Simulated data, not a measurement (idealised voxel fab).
The document below concerns the process module designated voxel fin reveal.
The figure presents cross-section cut, which has a width of 295 nm and is divided into square cells with an edge length of 5 nm.
In this document a cross-section is written as a grid of square cells. It is given as a series of bands, listed from the top down, and a band is one or more rows of cells.
Within each band entry, the heights of the top and of the bottom of the band appear first, in that order and in nm; the materials of the band then follow from left to right, each with its corresponding width in nm. The designation "full width" on a single material indicates that it fills the band from edge to edge; the designation "blank" indicates empty space.
Heights are reckoned from 0. Under this level, the received wafer is all of one material. The bottommost band is open-ended downward, for example "0 -> down".
Width "30 to 40": first value at the band's top row of cells, second value at its bottom row, equal change from row to row.
"remained the same" (step): cross-section cells unchanged, all of them.
If an empty space has no open way to the top and is at least 8 cells in size, "Voids lacking openings" lists it, written width x height at distance, where distance is measured from the left edge and every value is in nm.
The remark found on a step's line after its settings is issued by the simulator itself and pertains to that step.
The "overlay nm" setting may appear on a step's line; for a step that uses a mask, it gives how far to the right of its planned position the mask lay, and a negative value indicates the left.

### Planned process steps
1 RECEIVE,material Si
2 CONFORMAL_DEP,material SiN,thk nm 5
3 PATTERN,tone cover,mask id FINS,material resist,width nm 15,pitch nm 35,thk nm 15,overlay nm 0
4 DIRECTIONAL_ETCH,etch materials SiN,depth nm 5
5 DIRECTIONAL_ETCH,etch materials Si,depth nm 35
6 STRIP,etch materials resist
7 FILL_DEP,material SiO2,thk nm 15
8 CMP,height nm 5
9 SELECTIVE_ETCH,etch materials SiO2,depth nm 25
10 STRIP,etch materials SiN
11 CONFORMAL_DEP,material HfO2,thk nm 5

### First of the two wafers, run per plan

### Shown in cross-section is the wafer as received, that is, as it stands after step 1
	0 -> down | Si full width
	Voids lacking openings: none

### How the wafer stands in section after step 2
	5 -> 0 | SiN full width
	Everything under 0 stays put, no change at all.

### How the wafer stands in section after step 3
	20 -> 5 | blank=85 / resist=15 / blank=20 / resist=15 / blank=20 / resist=15 / blank=20 / resist=15 / blank=90
	Everything under 5 stays put, no change at all.

### How the wafer stands in section after step 4
	20 -> 5 | blank=85 / resist=15 / blank=20 / resist=15 / blank=20 / resist=15 / blank=20 / resist=15 / blank=90
	5 -> 0 | blank=85 / SiN=15 / blank=20 / SiN=15 / blank=20 / SiN=15 / blank=20 / SiN=15 / blank=90
	Everything under 0 stays put, no change at all.

### How the wafer stands in section after step 5
	20 -> 5 | blank=85 / resist=15 / blank=20 / resist=15 / blank=20 / resist=15 / blank=20 / resist=15 / blank=90
	5 -> 0 | blank=85 / SiN=15 / blank=20 / SiN=15 / blank=20 / SiN=15 / blank=20 / SiN=15 / blank=90
	0 -> -35 | blank=85 / Si=15 / blank=20 / Si=15 / blank=20 / Si=15 / blank=20 / Si=15 / blank=90
	Everything under -35 stays put, no change at all.

### How the wafer stands in section after step 6
	5 -> 0 | blank=85 / SiN=15 / blank=20 / SiN=15 / blank=20 / SiN=15 / blank=20 / SiN=15 / blank=90
	Everything under 0 stays put, no change at all.

### How the wafer stands in section after step 7
	20 -> 5 | SiO2 full width
	5 -> 0 | SiO2=85 / SiN=15 / SiO2=20 / SiN=15 / SiO2=20 / SiN=15 / SiO2=20 / SiN=15 / SiO2=90
	0 -> -35 | SiO2=85 / Si=15 / SiO2=20 / Si=15 / SiO2=20 / Si=15 / SiO2=20 / Si=15 / SiO2=90
	Everything under -35 stays put, no change at all.

### How the wafer stands in section after step 8
	5 -> 0 | SiO2=85 / SiN=15 / SiO2=20 / SiN=15 / SiO2=20 / SiN=15 / SiO2=20 / SiN=15 / SiO2=90
	Everything under 0 stays put, no change at all.

### How the wafer stands in section after step 9
	5 -> 0 | blank=85 / SiN=15 / blank=20 / SiN=15 / blank=20 / SiN=15 / blank=20 / SiN=15 / blank=90
	0 -> -20 | blank=85 / Si=15 / blank=20 / Si=15 / blank=20 / Si=15 / blank=20 / Si=15 / blank=90
	Everything under -20 stays put, no change at all.

### How the wafer stands in section after step 10
	0 -> -20 | blank=85 / Si=15 / blank=20 / Si=15 / blank=20 / Si=15 / blank=20 / Si=15 / blank=90
	Everything under -20 stays put, no change at all.

### How the wafer stands in section after step 11
	5 -> 0 | blank=80 / HfO2=25 / blank=10 / HfO2=25 / blank=10 / HfO2=25 / blank=10 / HfO2=25 / blank=85
	0 -> -15 | blank=80 / HfO2=5 / Si=15 / HfO2=5 / blank=10 / HfO2=5 / Si=15 / HfO2=5 / blank=10 / HfO2=5 / Si=15 / HfO2=5 / blank=10 / HfO2=5 / Si=15 / HfO2=5 / blank=85
	-15 -> -20 | HfO2=85 / Si=15 / HfO2=20 / Si=15 / HfO2=20 / Si=15 / HfO2=20 / Si=15 / HfO2=90
	Everything under -20 stays put, no change at all.

### Second wafer: same start and same plan as the first, one execution error; identical to the first through step 2

### Second wafer at the planned finish of step 3, seen in cross-section
	20 -> 5 | blank=75 / resist=15 / blank=20 / resist=15 / blank=20 / resist=15 / blank=20 / resist=15 / blank=100
	Everything under 5 stays put, no change at all.

### Second wafer at the planned finish of step 4, seen in cross-section
	20 -> 5 | blank=75 / resist=15 / blank=20 / resist=15 / blank=20 / resist=15 / blank=20 / resist=15 / blank=100
	5 -> 0 | blank=75 / SiN=15 / blank=20 / SiN=15 / blank=20 / SiN=15 / blank=20 / SiN=15 / blank=100
	Everything under 0 stays put, no change at all.

### Second wafer at the planned finish of step 5, seen in cross-section
	20 -> 5 | blank=75 / resist=15 / blank=20 / resist=15 / blank=20 / resist=15 / blank=20 / resist=15 / blank=100
	5 -> 0 | blank=75 / SiN=15 / blank=20 / SiN=15 / blank=20 / SiN=15 / blank=20 / SiN=15 / blank=100
	0 -> -35 | blank=75 / Si=15 / blank=20 / Si=15 / blank=20 / Si=15 / blank=20 / Si=15 / blank=100
	Everything under -35 stays put, no change at all.

### Second wafer at the planned finish of step 6, seen in cross-section
	5 -> 0 | blank=75 / SiN=15 / blank=20 / SiN=15 / blank=20 / SiN=15 / blank=20 / SiN=15 / blank=100
	Everything under 0 stays put, no change at all.

### Second wafer at the planned finish of step 7, seen in cross-section
	20 -> 5 | SiO2 full width
	5 -> 0 | SiO2=75 / SiN=15 / SiO2=20 / SiN=15 / SiO2=20 / SiN=15 / SiO2=20 / SiN=15 / SiO2=100
	0 -> -35 | SiO2=75 / Si=15 / SiO2=20 / Si=15 / SiO2=20 / Si=15 / SiO2=20 / Si=15 / SiO2=100
	Everything under -35 stays put, no change at all.

### Second wafer at the planned finish of step 8, seen in cross-section
	5 -> 0 | SiO2=75 / SiN=15 / SiO2=20 / SiN=15 / SiO2=20 / SiN=15 / SiO2=20 / SiN=15 / SiO2=100
	Everything under 0 stays put, no change at all.

### Second wafer at the planned finish of step 9, seen in cross-section
	5 -> 0 | blank=75 / SiN=15 / blank=20 / SiN=15 / blank=20 / SiN=15 / blank=20 / SiN=15 / blank=100
	0 -> -20 | blank=75 / Si=15 / blank=20 / Si=15 / blank=20 / Si=15 / blank=20 / Si=15 / blank=100
	Everything under -20 stays put, no change at all.

### Second wafer at the planned finish of step 10, seen in cross-section
	0 -> -20 | blank=75 / Si=15 / blank=20 / Si=15 / blank=20 / Si=15 / blank=20 / Si=15 / blank=100
	Everything under -20 stays put, no change at all.

### Second wafer at the planned finish of step 11, seen in cross-section
	5 -> 0 | blank=70 / HfO2=25 / blank=10 / HfO2=25 / blank=10 / HfO2=25 / blank=10 / HfO2=25 / blank=95
	0 -> -15 | blank=70 / HfO2=5 / Si=15 / HfO2=5 / blank=10 / HfO2=5 / Si=15 / HfO2=5 / blank=10 / HfO2=5 / Si=15 / HfO2=5 / blank=10 / HfO2=5 / Si=15 / HfO2=5 / blank=95
	-15 -> -20 | HfO2=75 / Si=15 / HfO2=20 / Si=15 / HfO2=20 / Si=15 / HfO2=20 / Si=15 / HfO2=100
	Everything under -20 stays put, no change at all.
Heads up, the wafer didn't run the way we planned it: step 3 was run on a setting that differed from the plan, and what really ran there is PATTERN,tone cover,mask id FINS,material resist,width nm 15,pitch nm 35,thk nm 15,overlay nm -10
At the end, each material covers as many cells on the second wafer as it does on the first, though the cells it covers are elsewhere.
